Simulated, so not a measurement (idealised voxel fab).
This is a process module. Its name is voxel wiring stack.
cross-section cut | 245 nm wide | cells 5 nm
How to read a cross-section here: the picture is a grid of square cells, written as bands going from the top down, and any band can span one or more rows of cells. Per band: top height and bottom height in nm, followed by the left-to-right materials and their widths in nm; "throughout" marks a single material spanning edge to edge, "air" marks empty space. Height is counted from the level 0, under which the received wafer is composed throughout of one material. The lowest of the bands is not closed at the bottom but continues downward, in the notation "0 down". A width given as "30 to 40" starts at the first number in the band's top row and ends at the second number in its bottom row, shifting by an equal amount at every step from row to row. Where a step carries "left unchanged", the cross-section came out of it unchanged, cell for cell. Each empty space that has no open way to the top and spans at least 8 cells appears under "Closed voids list" as width x height at distance, the distance counted from the left edge, all in nm. Text after the settings on a step's line: the simulator's own remark on that step. "overlay nm" denotes, for a step that has a mask, the displacement of the mask to the right of its planned place, with negative values corresponding to the left.

## Steps in the process plan
1,RECEIVE, material Si
2,CONFORMAL_DEP, material SiO2, thk nm 10
3,CONFORMAL_DEP, material SiCN, thk nm 5
4,DIRECTIONAL_DEP, material lowk, thk nm 20
5,PATTERN, tone open, mask id METAL_1, material resist, width nm 25, pitch nm 55, thk nm 20, overlay nm 0
6,DIRECTIONAL_ETCH, etch materials lowk, depth nm 20
7,DIRECTIONAL_ETCH, etch materials SiCN, depth nm 5
8,STRIP, etch materials resist
9,CONFORMAL_DEP, material TiN, thk nm 5
10,FILL_DEP, material W, thk nm 10
11,CMP, height nm 35
12,CONFORMAL_DEP, material SiCN, thk nm 5
13,DIRECTIONAL_DEP, material lowk, thk nm 35
14,PATTERN, tone open, mask id METAL_2, material resist, width nm 25, pitch nm 55, thk nm 15, overlay nm 0
15,DIRECTIONAL_ETCH, etch materials lowk, depth nm 20
16,STRIP, etch materials resist
17,PATTERN, tone open, mask id METAL_2_HOLES, material resist, width nm 15, pitch nm 110, thk nm 20, overlay nm 0
18,DIRECTIONAL_ETCH, etch materials lowk, depth nm 15
19,DIRECTIONAL_ETCH, etch materials SiCN, depth nm 5
20,STRIP, etch materials resist
21,CONFORMAL_DEP, material TiN, thk nm 5
22,FILL_DEP, material Cu, thk nm 5
23,CMP, height nm 75
24,CONFORMAL_DEP, material SiN, thk nm 5

## Cross-section of the wafer upon arrival, representing the state reached after step 1
* 0 down = Si throughout
* Closed voids list: none

## As-planned run: cross-section of the first of two wafers at end of module
* 80 to 75 = SiN throughout
* 75 to 60 = lowk 25  TiN 5  Cu 15  TiN 5  lowk 30  TiN 5  Cu 15  TiN 5  lowk 30  TiN 5  Cu 15  TiN 5  lowk 30  TiN 5  Cu 15  TiN 5  lowk 30
* 60 to 55 = lowk 25  TiN 5  Cu 5  TiN 15  lowk 30  TiN 25  lowk 30  TiN 5  Cu 5  TiN 15  lowk 30  TiN 25  lowk 30
* 55 to 40 = lowk 25  TiN 5  Cu 5  TiN 5  lowk 95  TiN 5  Cu 5  TiN 5  lowk 95
* 40 to 35 = SiCN 25  TiN 15  SiCN 95  TiN 15  SiCN 95
* 35 to 15 = lowk 25  TiN 5  W 15  TiN 5  lowk 30  TiN 5  W 15  TiN 5  lowk 30  TiN 5  W 15  TiN 5  lowk 30  TiN 5  W 15  TiN 5  lowk 30
* 15 to 10 = SiCN 25  TiN 25  SiCN 30  TiN 25  SiCN 30  TiN 25  SiCN 30  TiN 25  SiCN 30
* 10 to 0 = SiO2 throughout
* 0 down = Si throughout
* Closed voids list: none

## This is the second of the two wafers, cross-sectioned at the end of the module; it started exactly like the first and was given the same plan, but it was run with one mistake
* 80 to 75 = SiN throughout
* 75 to 60 = lowk 25  TiN 5  Cu 15  TiN 5  lowk 30  TiN 5  Cu 15  TiN 5  lowk 30  TiN 5  Cu 15  TiN 5  lowk 30  TiN 5  Cu 15  TiN 5  lowk 30
* 60 to 55 = lowk 25  TiN 5  Cu 5  TiN 15  lowk 30  TiN 25  lowk 30  TiN 5  Cu 5  TiN 15  lowk 30  TiN 25  lowk 30
* 55 to 45 = lowk 25  TiN 5  Cu 5  TiN 5  lowk 95  TiN 5  Cu 5  TiN 5  lowk 95
* 45 to 40 = lowk 25  TiN 15  lowk 95  TiN 15  lowk 95
* 40 to 35 = lowk throughout
* 35 to 15 = lowk 25  TiN 5  W 15  TiN 5  lowk 30  TiN 5  W 15  TiN 5  lowk 30  TiN 5  W 15  TiN 5  lowk 30  TiN 5  W 15  TiN 5  lowk 30
* 15 to 10 = SiCN 25  TiN 25  SiCN 30  TiN 25  SiCN 30  TiN 25  SiCN 30  TiN 25  SiCN 30
* 10 to 0 = SiO2 throughout
* 0 down = Si throughout
* Closed voids list: none
Which mistake was made when the wafer was run? step 12 off recipe, ran as CONFORMAL_DEP, material lowk, thk nm 5
Bottom line after processing is that, in cells, the second wafer is up or down on some materials versus the first: Cu: 2 fewer | SiCN: 43 fewer | TiN: 4 fewer | lowk: 49 more
